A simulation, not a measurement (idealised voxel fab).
process module | voxel capacitor over wiring
Square cell edge 5 nm, section width 235 nm, ID cut.
In what follows, cross-sections appear as grids of square cells, described through bands that run from the top down, where every band is one or more rows of cells.
The entry gives the band's vertical extent as a top height and a bottom height in nm, then its horizontal make-up as materials from left to right, each with a width in nm. "empty" stands for empty space; a single material marked "edge to edge" fills the band edge to edge.
Height datum 0, below which the as-received substrate wafer is one material. Lowest band open at the bottom, running downward: "0 nm and below".
Note: "30..40" means the width goes from the first number (top row of the band) to the second number (bottom row) in equal steps per row of cells.
Given "nothing changed" for a step, no cell of the cross-section differs between before and after that step.
"Voids, enclosed": empty spaces of 8 cells or more with no open way to the top, each given as width x height at distance, distance from the left edge, all in nm.
Text after the settings on a step's line: the simulator's own remark on that step.
The optional step-line setting "overlay nm" applies to steps with a mask and quantifies how far to the right of its planned location the mask lay, a negative value indicating leftward placement.

### Steps in the process plan
- 1: op RECEIVE | material Si
- 2: op CONFORMAL_DEP | material SiO2 | thk nm 10
- 3: op DIRECTIONAL_DEP | material TiN | thk nm 5
- 4: op DIRECTIONAL_DEP | material Ru | thk nm 25
- 5: op DIRECTIONAL_DEP | material aC | thk nm 10
- 6: op PATTERN | tone cover | mask id METAL_1 | material resist | width nm 30 | pitch nm 90 | thk nm 25 | overlay nm 0
- 7: op DIRECTIONAL_ETCH | etch materials aC | depth nm 10
- 8: op STRIP | etch materials resist
- 9: op DIRECTIONAL_ETCH | etch materials Ru | depth nm 25
- 10: op DIRECTIONAL_ETCH | etch materials TiN | depth nm 5
- 11: op STRIP | etch materials aC
- 12: op CONFORMAL_DEP | material SiN | thk nm 5
- 13: op FILL_DEP | material SiO2 | thk nm 5
- 14: op CMP | height nm 40
- 15: op CONFORMAL_DEP | material SiCN | thk nm 5
- 16: op DIRECTIONAL_DEP | material lowk | thk nm 10
- 17: op DIRECTIONAL_DEP | material aC | thk nm 10
- 18: op PATTERN | tone open | mask id PLUG_1 | material resist | width nm 15 | thk nm 25 | overlay nm 0
- 19: op DIRECTIONAL_ETCH | etch materials aC | depth nm 10
- 20: op STRIP | etch materials resist
- 21: op DIRECTIONAL_ETCH | etch materials lowk | depth nm 10
- 22: op DIRECTIONAL_ETCH | etch materials SiCN | depth nm 5
- 23: op STRIP | etch materials aC
- 24: op EPI | material Ru | thk nm 10
- 25: op EPI | material Ru | thk nm 5
- 26: op DIRECTIONAL_DEP | material TiN | thk nm 10
- 27: op DIRECTIONAL_DEP | material Al2O3 | thk nm 5
- 28: op DIRECTIONAL_DEP | material TiN | thk nm 10
- 29: op PATTERN | tone cover | mask id UPPER_PLATE | material resist | width nm 65 | thk nm 20 | overlay nm 0
- 30: op DIRECTIONAL_ETCH | etch materials TiN | depth nm 10
- 31: op DIRECTIONAL_ETCH | etch materials Al2O3 | depth nm 5
- 32: op STRIP | etch materials resist
- 33: op DIRECTIONAL_DEP | material aC | thk nm 15
- 34: op PATTERN | tone cover | mask id LOWER_PLATE | material resist | width nm 75 | thk nm 35 | overlay nm 0
- 35: op DIRECTIONAL_ETCH | etch materials aC | depth nm 15
- 36: op STRIP | etch materials resist
- 37: op DIRECTIONAL_ETCH | etch materials TiN | depth nm 10
- 38: op STRIP | etch materials aC
- 39: op FILL_DEP | material SiO2 | thk nm 15
- 40: op CMP | height nm 90
- 41: op MASKED_ETCH | tone open | mask id PLUG_2 | width nm 15 | etch materials SiO2 | depth nm 10 | overlay nm 0
- 42: op CONFORMAL_DEP | material TiN | thk nm 5
- 43: op FILL_DEP | material W | thk nm 5
- 44: op CMP | height nm 90
- 45: op CONFORMAL_DEP | material SiCN | thk nm 5

### Cross-section of the wafer upon arrival, representing the state reached after step 1
	0 nm and below  Si edge to edge
	Voids, enclosed: none

### Cross-section taken at module completion on the first of two wafers; processed per the plan
	95 nm to 90 nm  SiCN edge to edge
	90 nm to 85 nm  SiO2=80  TiN=5  W=5  TiN=5  SiO2=140
	85 nm to 80 nm  SiO2=80  TiN=15  SiO2=140
	80 nm to 70 nm  SiO2=70  TiN=65  SiO2=100
	70 nm to 65 nm  SiO2=70  Al2O3=65  SiO2=100
	65 nm to 55 nm  SiO2=65  TiN=75  SiO2=95
	55 nm to 45 nm  lowk=70  Ru=15  lowk=150
	45 nm to 40 nm  SiCN=70  Ru=15  SiCN=150
	40 nm to 15 nm  SiO2=50  SiN=5  Ru=30  SiN=5  SiO2=50  SiN=5  Ru=30  SiN=5  SiO2=55
	15 nm to 10 nm  SiN=55  TiN=30  SiN=60  TiN=30  SiN=60
	10 nm to 0 nm  SiO2 edge to edge
	0 nm and below  Si edge to edge
	Voids, enclosed: none

### Same start, same plan as the first wafer - but one mistake in the run. Cross-section of the second of the two at the end of the module
	95 nm to 90 nm  SiCN edge to edge
	90 nm to 85 nm  SiO2=80  TiN=5  W=5  TiN=5  SiO2=140
	85 nm to 80 nm  SiO2=80  TiN=15  SiO2=140
	80 nm to 75 nm  SiO2 edge to edge
	75 nm to 70 nm  SiO2=70  TiN=65  SiO2=100
	70 nm to 65 nm  SiO2=70  Al2O3=65  SiO2=100
	65 nm to 55 nm  SiO2=65  TiN=75  SiO2=95
	55 nm to 45 nm  lowk=70  Ru=15  lowk=150
	45 nm to 40 nm  SiCN=70  Ru=15  SiCN=150
	40 nm to 15 nm  SiO2=50  SiN=5  Ru=30  SiN=5  SiO2=50  SiN=5  Ru=30  SiN=5  SiO2=55
	15 nm to 10 nm  SiN=55  TiN=30  SiN=60  TiN=30  SiN=60
	10 nm to 0 nm  SiO2 edge to edge
	0 nm and below  Si edge to edge
	Voids, enclosed: none
Heads up, the wafer didn't run the way we planned it: step 28 went in with a setting other than planned; the actual run was op DIRECTIONAL_DEP | material TiN | thk nm 5
At the finish, the second wafer shows more or fewer cells for some materials than the first does: SiO2 +13; TiN -13
